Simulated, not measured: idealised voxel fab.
Process module heading - voxel transistor to metal
We display cut, a cross-section 300 nm in width whose square cells are each 5 nm.
Think of the cross-section as a grid of square cells. We describe it in bands, top to bottom, and each band covers one or more rows of those cells. Band: top height; bottom height; in nm. Then, left to right: material with width in nm, for each material. "edge to edge": a single material spanning edge to edge. "empty": empty space. Beneath 0, the wafer as received is one material, and that level is where height counting begins. The lowest band goes on downward without a bottom; it is written like "top 0, no bottom". The two numbers in a width such as "30..40" mark its ends across the band: the first belongs to the top row of cells, the second to the bottom row, and from each row to the next the width moves by the same amount. For the purposes of this document, the phrase "nothing got changed" attached to a step denotes that no cell within the cross-section was modified by that step. This entry, "Closed void table", enumerates those empty regions of no fewer than 8 cells that possess no open connection to the top. Each region is reported in the form width x height at distance, the distance being taken from the left edge, with all three quantities expressed in nm. It should be noted that, on the line of a given step, the content following the step's settings is a remark produced by the simulator itself with respect to that step. You can add "overlay nm" to a step's line. For a step with a mask, it describes how far the mask lay to the right of its planned position, and a negative number describes a lay to the left.

-- The steps planned for the process are as follows
- 1: RECEIVE (material Si)
- 2: CONFORMAL_DEP (material SiO2; thk nm 5)
- 3: CONFORMAL_DEP (material SiN; thk nm 15)
- 4: MASKED_ETCH (tone cover; mask id ACTIVE; width nm 105; pitch nm 125; etch materials SiN; depth nm 15; overlay nm 0)
- 5: MASKED_ETCH (tone cover; mask id ACTIVE; width nm 105; pitch nm 125; etch materials SiO2; depth nm 5; overlay nm 0)
- 6: MASKED_ETCH (tone cover; mask id ACTIVE; width nm 105; pitch nm 125; etch materials Si; depth nm 30; overlay nm 0)
- 7: OXIDIZE (depth nm 5)
- 8: FILL_DEP (material SiO2; thk nm 15)
- 9: CMP (height nm 20)
- 10: SELECTIVE_ETCH (etch materials SiO2; depth nm 10)
- 11: STRIP (etch materials SiN)
- 12: SELECTIVE_ETCH (etch materials SiO2; depth nm 5)
- 13: OXIDIZE (depth nm 5)
- 14: DIRECTIONAL_DEP (material polySi; thk nm 30)
- 15: DIRECTIONAL_DEP (material SiCN; thk nm 15)
- 16: DIRECTIONAL_DEP (material aC; thk nm 10)
- 17: PATTERN (tone cover; mask id GATE; material resist; width nm 25; pitch nm 125; thk nm 25; overlay nm 0)
- 18: DIRECTIONAL_ETCH (etch materials aC; depth nm 10)
- 19: STRIP (etch materials resist)
- 20: DIRECTIONAL_ETCH (etch materials SiCN; depth nm 25)
- 21: DIRECTIONAL_ETCH (etch materials polySi; depth nm 40)
- 22: STRIP (etch materials aC)
- 23: CONFORMAL_DEP (material SiN; thk nm 5)
- 24: DIRECTIONAL_ETCH (etch materials SiN; depth nm 5)
- 25: DIRECTIONAL_ETCH (etch materials SiO2; depth nm 5)
- 26: DIRECTIONAL_ETCH (etch materials Si; depth nm 15)
- 27: EPI (material pSi; thk nm 20)
- 28: FILL_DEP (material SiO2; thk nm 5)
- 29: CMP (height nm 30)
- 30: STRIP (etch materials polySi)
- 31: SELECTIVE_ETCH (etch materials SiO2; depth nm 5)
- 32: CONFORMAL_DEP (material HfO2; thk nm 5)
- 33: CONFORMAL_DEP (material TiN; thk nm 5)
- 34: FILL_DEP (material W; thk nm 5)
- 35: CMP (height nm 25)
- 36: DIRECTIONAL_DEP (material SiO2; thk nm 10)
- 37: DIRECTIONAL_DEP (material aC; thk nm 10)
- 38: PATTERN (tone open; mask id CONTACT; material resist; width nm 20; thk nm 25; overlay nm 0)
- 39: DIRECTIONAL_ETCH (etch materials aC; depth nm 10)
- 40: STRIP (etch materials resist)
- 41: DIRECTIONAL_ETCH (etch materials SiO2; depth nm 35)
- 42: STRIP (etch materials aC)
- 43: CONFORMAL_DEP (material TiN; thk nm 5)
- 44: FILL_DEP (material Ru; thk nm 10)
- 45: CMP (height nm 35)
- 46: DIRECTIONAL_DEP (material TiN; thk nm 5)
- 47: DIRECTIONAL_DEP (material Ru; thk nm 15)
- 48: MASKED_ETCH (tone cover; mask id METAL_1; width nm 20; etch materials Ru; depth nm 15; overlay nm 0)
- 49: MASKED_ETCH (tone cover; mask id METAL_1; width nm 20; etch materials TiN; depth nm 5; overlay nm 0)
- 50: CONFORMAL_DEP (material SiN; thk nm 5)
- 51: FILL_DEP (material SiO2; thk nm 10)
- 52: CMP (height nm 55)
- 53: CONFORMAL_DEP (material SiCN; thk nm 5)
- 54: DIRECTIONAL_DEP (material lowk; thk nm 30)
- 55: DIRECTIONAL_DEP (material aC; thk nm 10)
- 56: PATTERN (tone open; mask id METAL_2_HOLES; material resist; width nm 15; pitch nm 125; thk nm 30; overlay nm 0)
- 57: DIRECTIONAL_ETCH (etch materials aC; depth nm 10)
- 58: STRIP (etch materials resist)
- 59: DIRECTIONAL_ETCH (etch materials lowk; depth nm 30)
- 60: STRIP (etch materials aC)
- 61: PATTERN (tone open; mask id METAL_2; material resist; width nm 20; pitch nm 125; thk nm 20; overlay nm 0)
- 62: DIRECTIONAL_ETCH (etch materials lowk; depth nm 15)
- 63: DIRECTIONAL_ETCH (etch materials SiCN; depth nm 5)
- 64: STRIP (etch materials resist)
- 65: CONFORMAL_DEP (material TiN; thk nm 5)
- 66: FILL_DEP (material Cu; thk nm 10)
- 67: CMP (height nm 90)
- 68: CONFORMAL_DEP (material SiCN; thk nm 5)

-- Shown in cross-section is the wafer as received, that is, as it stands after step 1
  top 0, no bottom: Si edge to edge
  Closed void table: none

-- Below is the wafer in cross-section after the module was completed. It began from the starting point shown above and followed the plan shown above, except that one mistake was made while running it
  top 95, bottom 90: SiCN edge to edge
  top 90, bottom 80: 40 of lowk; 5 of TiN; 10 of Cu; 5 of TiN; 105 of lowk; 5 of TiN; 10 of Cu; 5 of TiN; 115 of lowk
  top 80, bottom 75: 40 of lowk; 10 of TiN; 5 of Cu; 5 of TiN; 105 of lowk; 10 of TiN; 5 of Cu; 5 of TiN; 115 of lowk
  top 75, bottom 60: 45 of lowk; 5 of TiN; 5 of Cu; 5 of TiN; 110 of lowk; 5 of TiN; 5 of Cu; 5 of TiN; 115 of lowk
  top 60, bottom 55: 45 of SiCN; 15 of TiN; 110 of SiCN; 15 of TiN; 115 of SiCN
  top 55, bottom 40: 35 of SiO2; 5 of SiN; 20 of Ru; 5 of SiN; 45 of SiO2; 5 of SiN; 20 of Ru; 5 of SiN; 20 of SiO2; 5 of SiN; 20 of Ru; 5 of SiN; 45 of SiO2; 5 of SiN; 20 of Ru; 5 of SiN; 35 of SiO2
  top 40, bottom 35: 40 of SiN; 20 of TiN; 55 of SiN; 20 of TiN; 30 of SiN; 20 of TiN; 55 of SiN; 20 of TiN; 40 of SiN
  top 35, bottom 25: 40 of SiO2; 5 of TiN; 10 of Ru; 5 of TiN; 55 of SiO2; 5 of TiN; 10 of Ru; 5 of TiN; 30 of SiO2; 5 of TiN; 10 of Ru; 5 of TiN; 55 of SiO2; 5 of TiN; 10 of Ru; 5 of TiN; 40 of SiO2
  top 25, bottom 20: 40 of SiO2; 5 of TiN; 10 of Ru; 5 of TiN; 10 of SiO2; 5 of SiN; 5 of HfO2; 5 of TiN; 5 of W; 5 of TiN; 5 of HfO2; 5 of SiN; 10 of SiO2; 5 of TiN; 10 of Ru; 5 of TiN; 30 of SiO2; 5 of TiN; 10 of Ru; 5 of TiN; 10 of SiO2; 5 of SiN; 5 of HfO2; 5 of TiN; 5 of W; 5 of TiN; 5 of HfO2; 5 of SiN; 10 of SiO2; 5 of TiN; 10 of Ru; 5 of TiN; 40 of SiO2
  top 20, bottom 15: 40 of SiO2; 20 of TiN; 10 of SiO2; 5 of SiN; 5 of HfO2; 5 of TiN; 5 of W; 5 of TiN; 5 of HfO2; 5 of SiN; 10 of SiO2; 20 of TiN; 30 of SiO2; 20 of TiN; 10 of SiO2; 5 of SiN; 5 of HfO2; 5 of TiN; 5 of W; 5 of TiN; 5 of HfO2; 5 of SiN; 10 of SiO2; 20 of TiN; 40 of SiO2
  top 15, bottom 5: 40 of SiO2; 10 of TiN; 20 of pSi; 5 of SiN; 5 of HfO2; 5 of TiN; 5 of W; 5 of TiN; 5 of HfO2; 5 of SiN; 20 of pSi; 10 of TiN; 30 of SiO2; 10 of TiN; 20 of pSi; 5 of SiN; 5 of HfO2; 5 of TiN; 5 of W; 5 of TiN; 5 of HfO2; 5 of SiN; 20 of pSi; 10 of TiN; 40 of SiO2
  top 5, bottom 0: 30 of SiO2; 5 of SiN; 5 of SiO2; 10 of TiN; 20 of pSi; 5 of SiN; 5 of HfO2; 15 of TiN; 5 of HfO2; 5 of SiN; 20 of pSi; 10 of TiN; 5 of SiO2; 5 of SiN; 10 of SiO2; 5 of SiN; 5 of SiO2; 10 of TiN; 20 of pSi; 5 of SiN; 5 of HfO2; 15 of TiN; 5 of HfO2; 5 of SiN; 20 of pSi; 10 of TiN; 5 of SiO2; 5 of SiN; 30 of SiO2
  top 0, bottom -5: 35 of SiO2; 35 of pSi; 35 of HfO2; 35 of pSi; 20 of SiO2; 35 of pSi; 35 of HfO2; 35 of pSi; 35 of SiO2
  top -5, bottom -20: 40 of SiO2; 30 of pSi; 35 of Si; 30 of pSi; 30 of SiO2; 30 of pSi; 35 of Si; 30 of pSi; 40 of SiO2
  top -20, bottom -35: 40 of SiO2; 95 of Si; 30 of SiO2; 95 of Si; 40 of SiO2
  top -35, no bottom: Si edge to edge
  Closed void table: none
Run error: step 56 ran differently from the plan; actual operation with settings: PATTERN (tone open; mask id METAL_2_HOLES; material resist; width nm 15; pitch nm 125; thk nm 30; overlay nm 5)
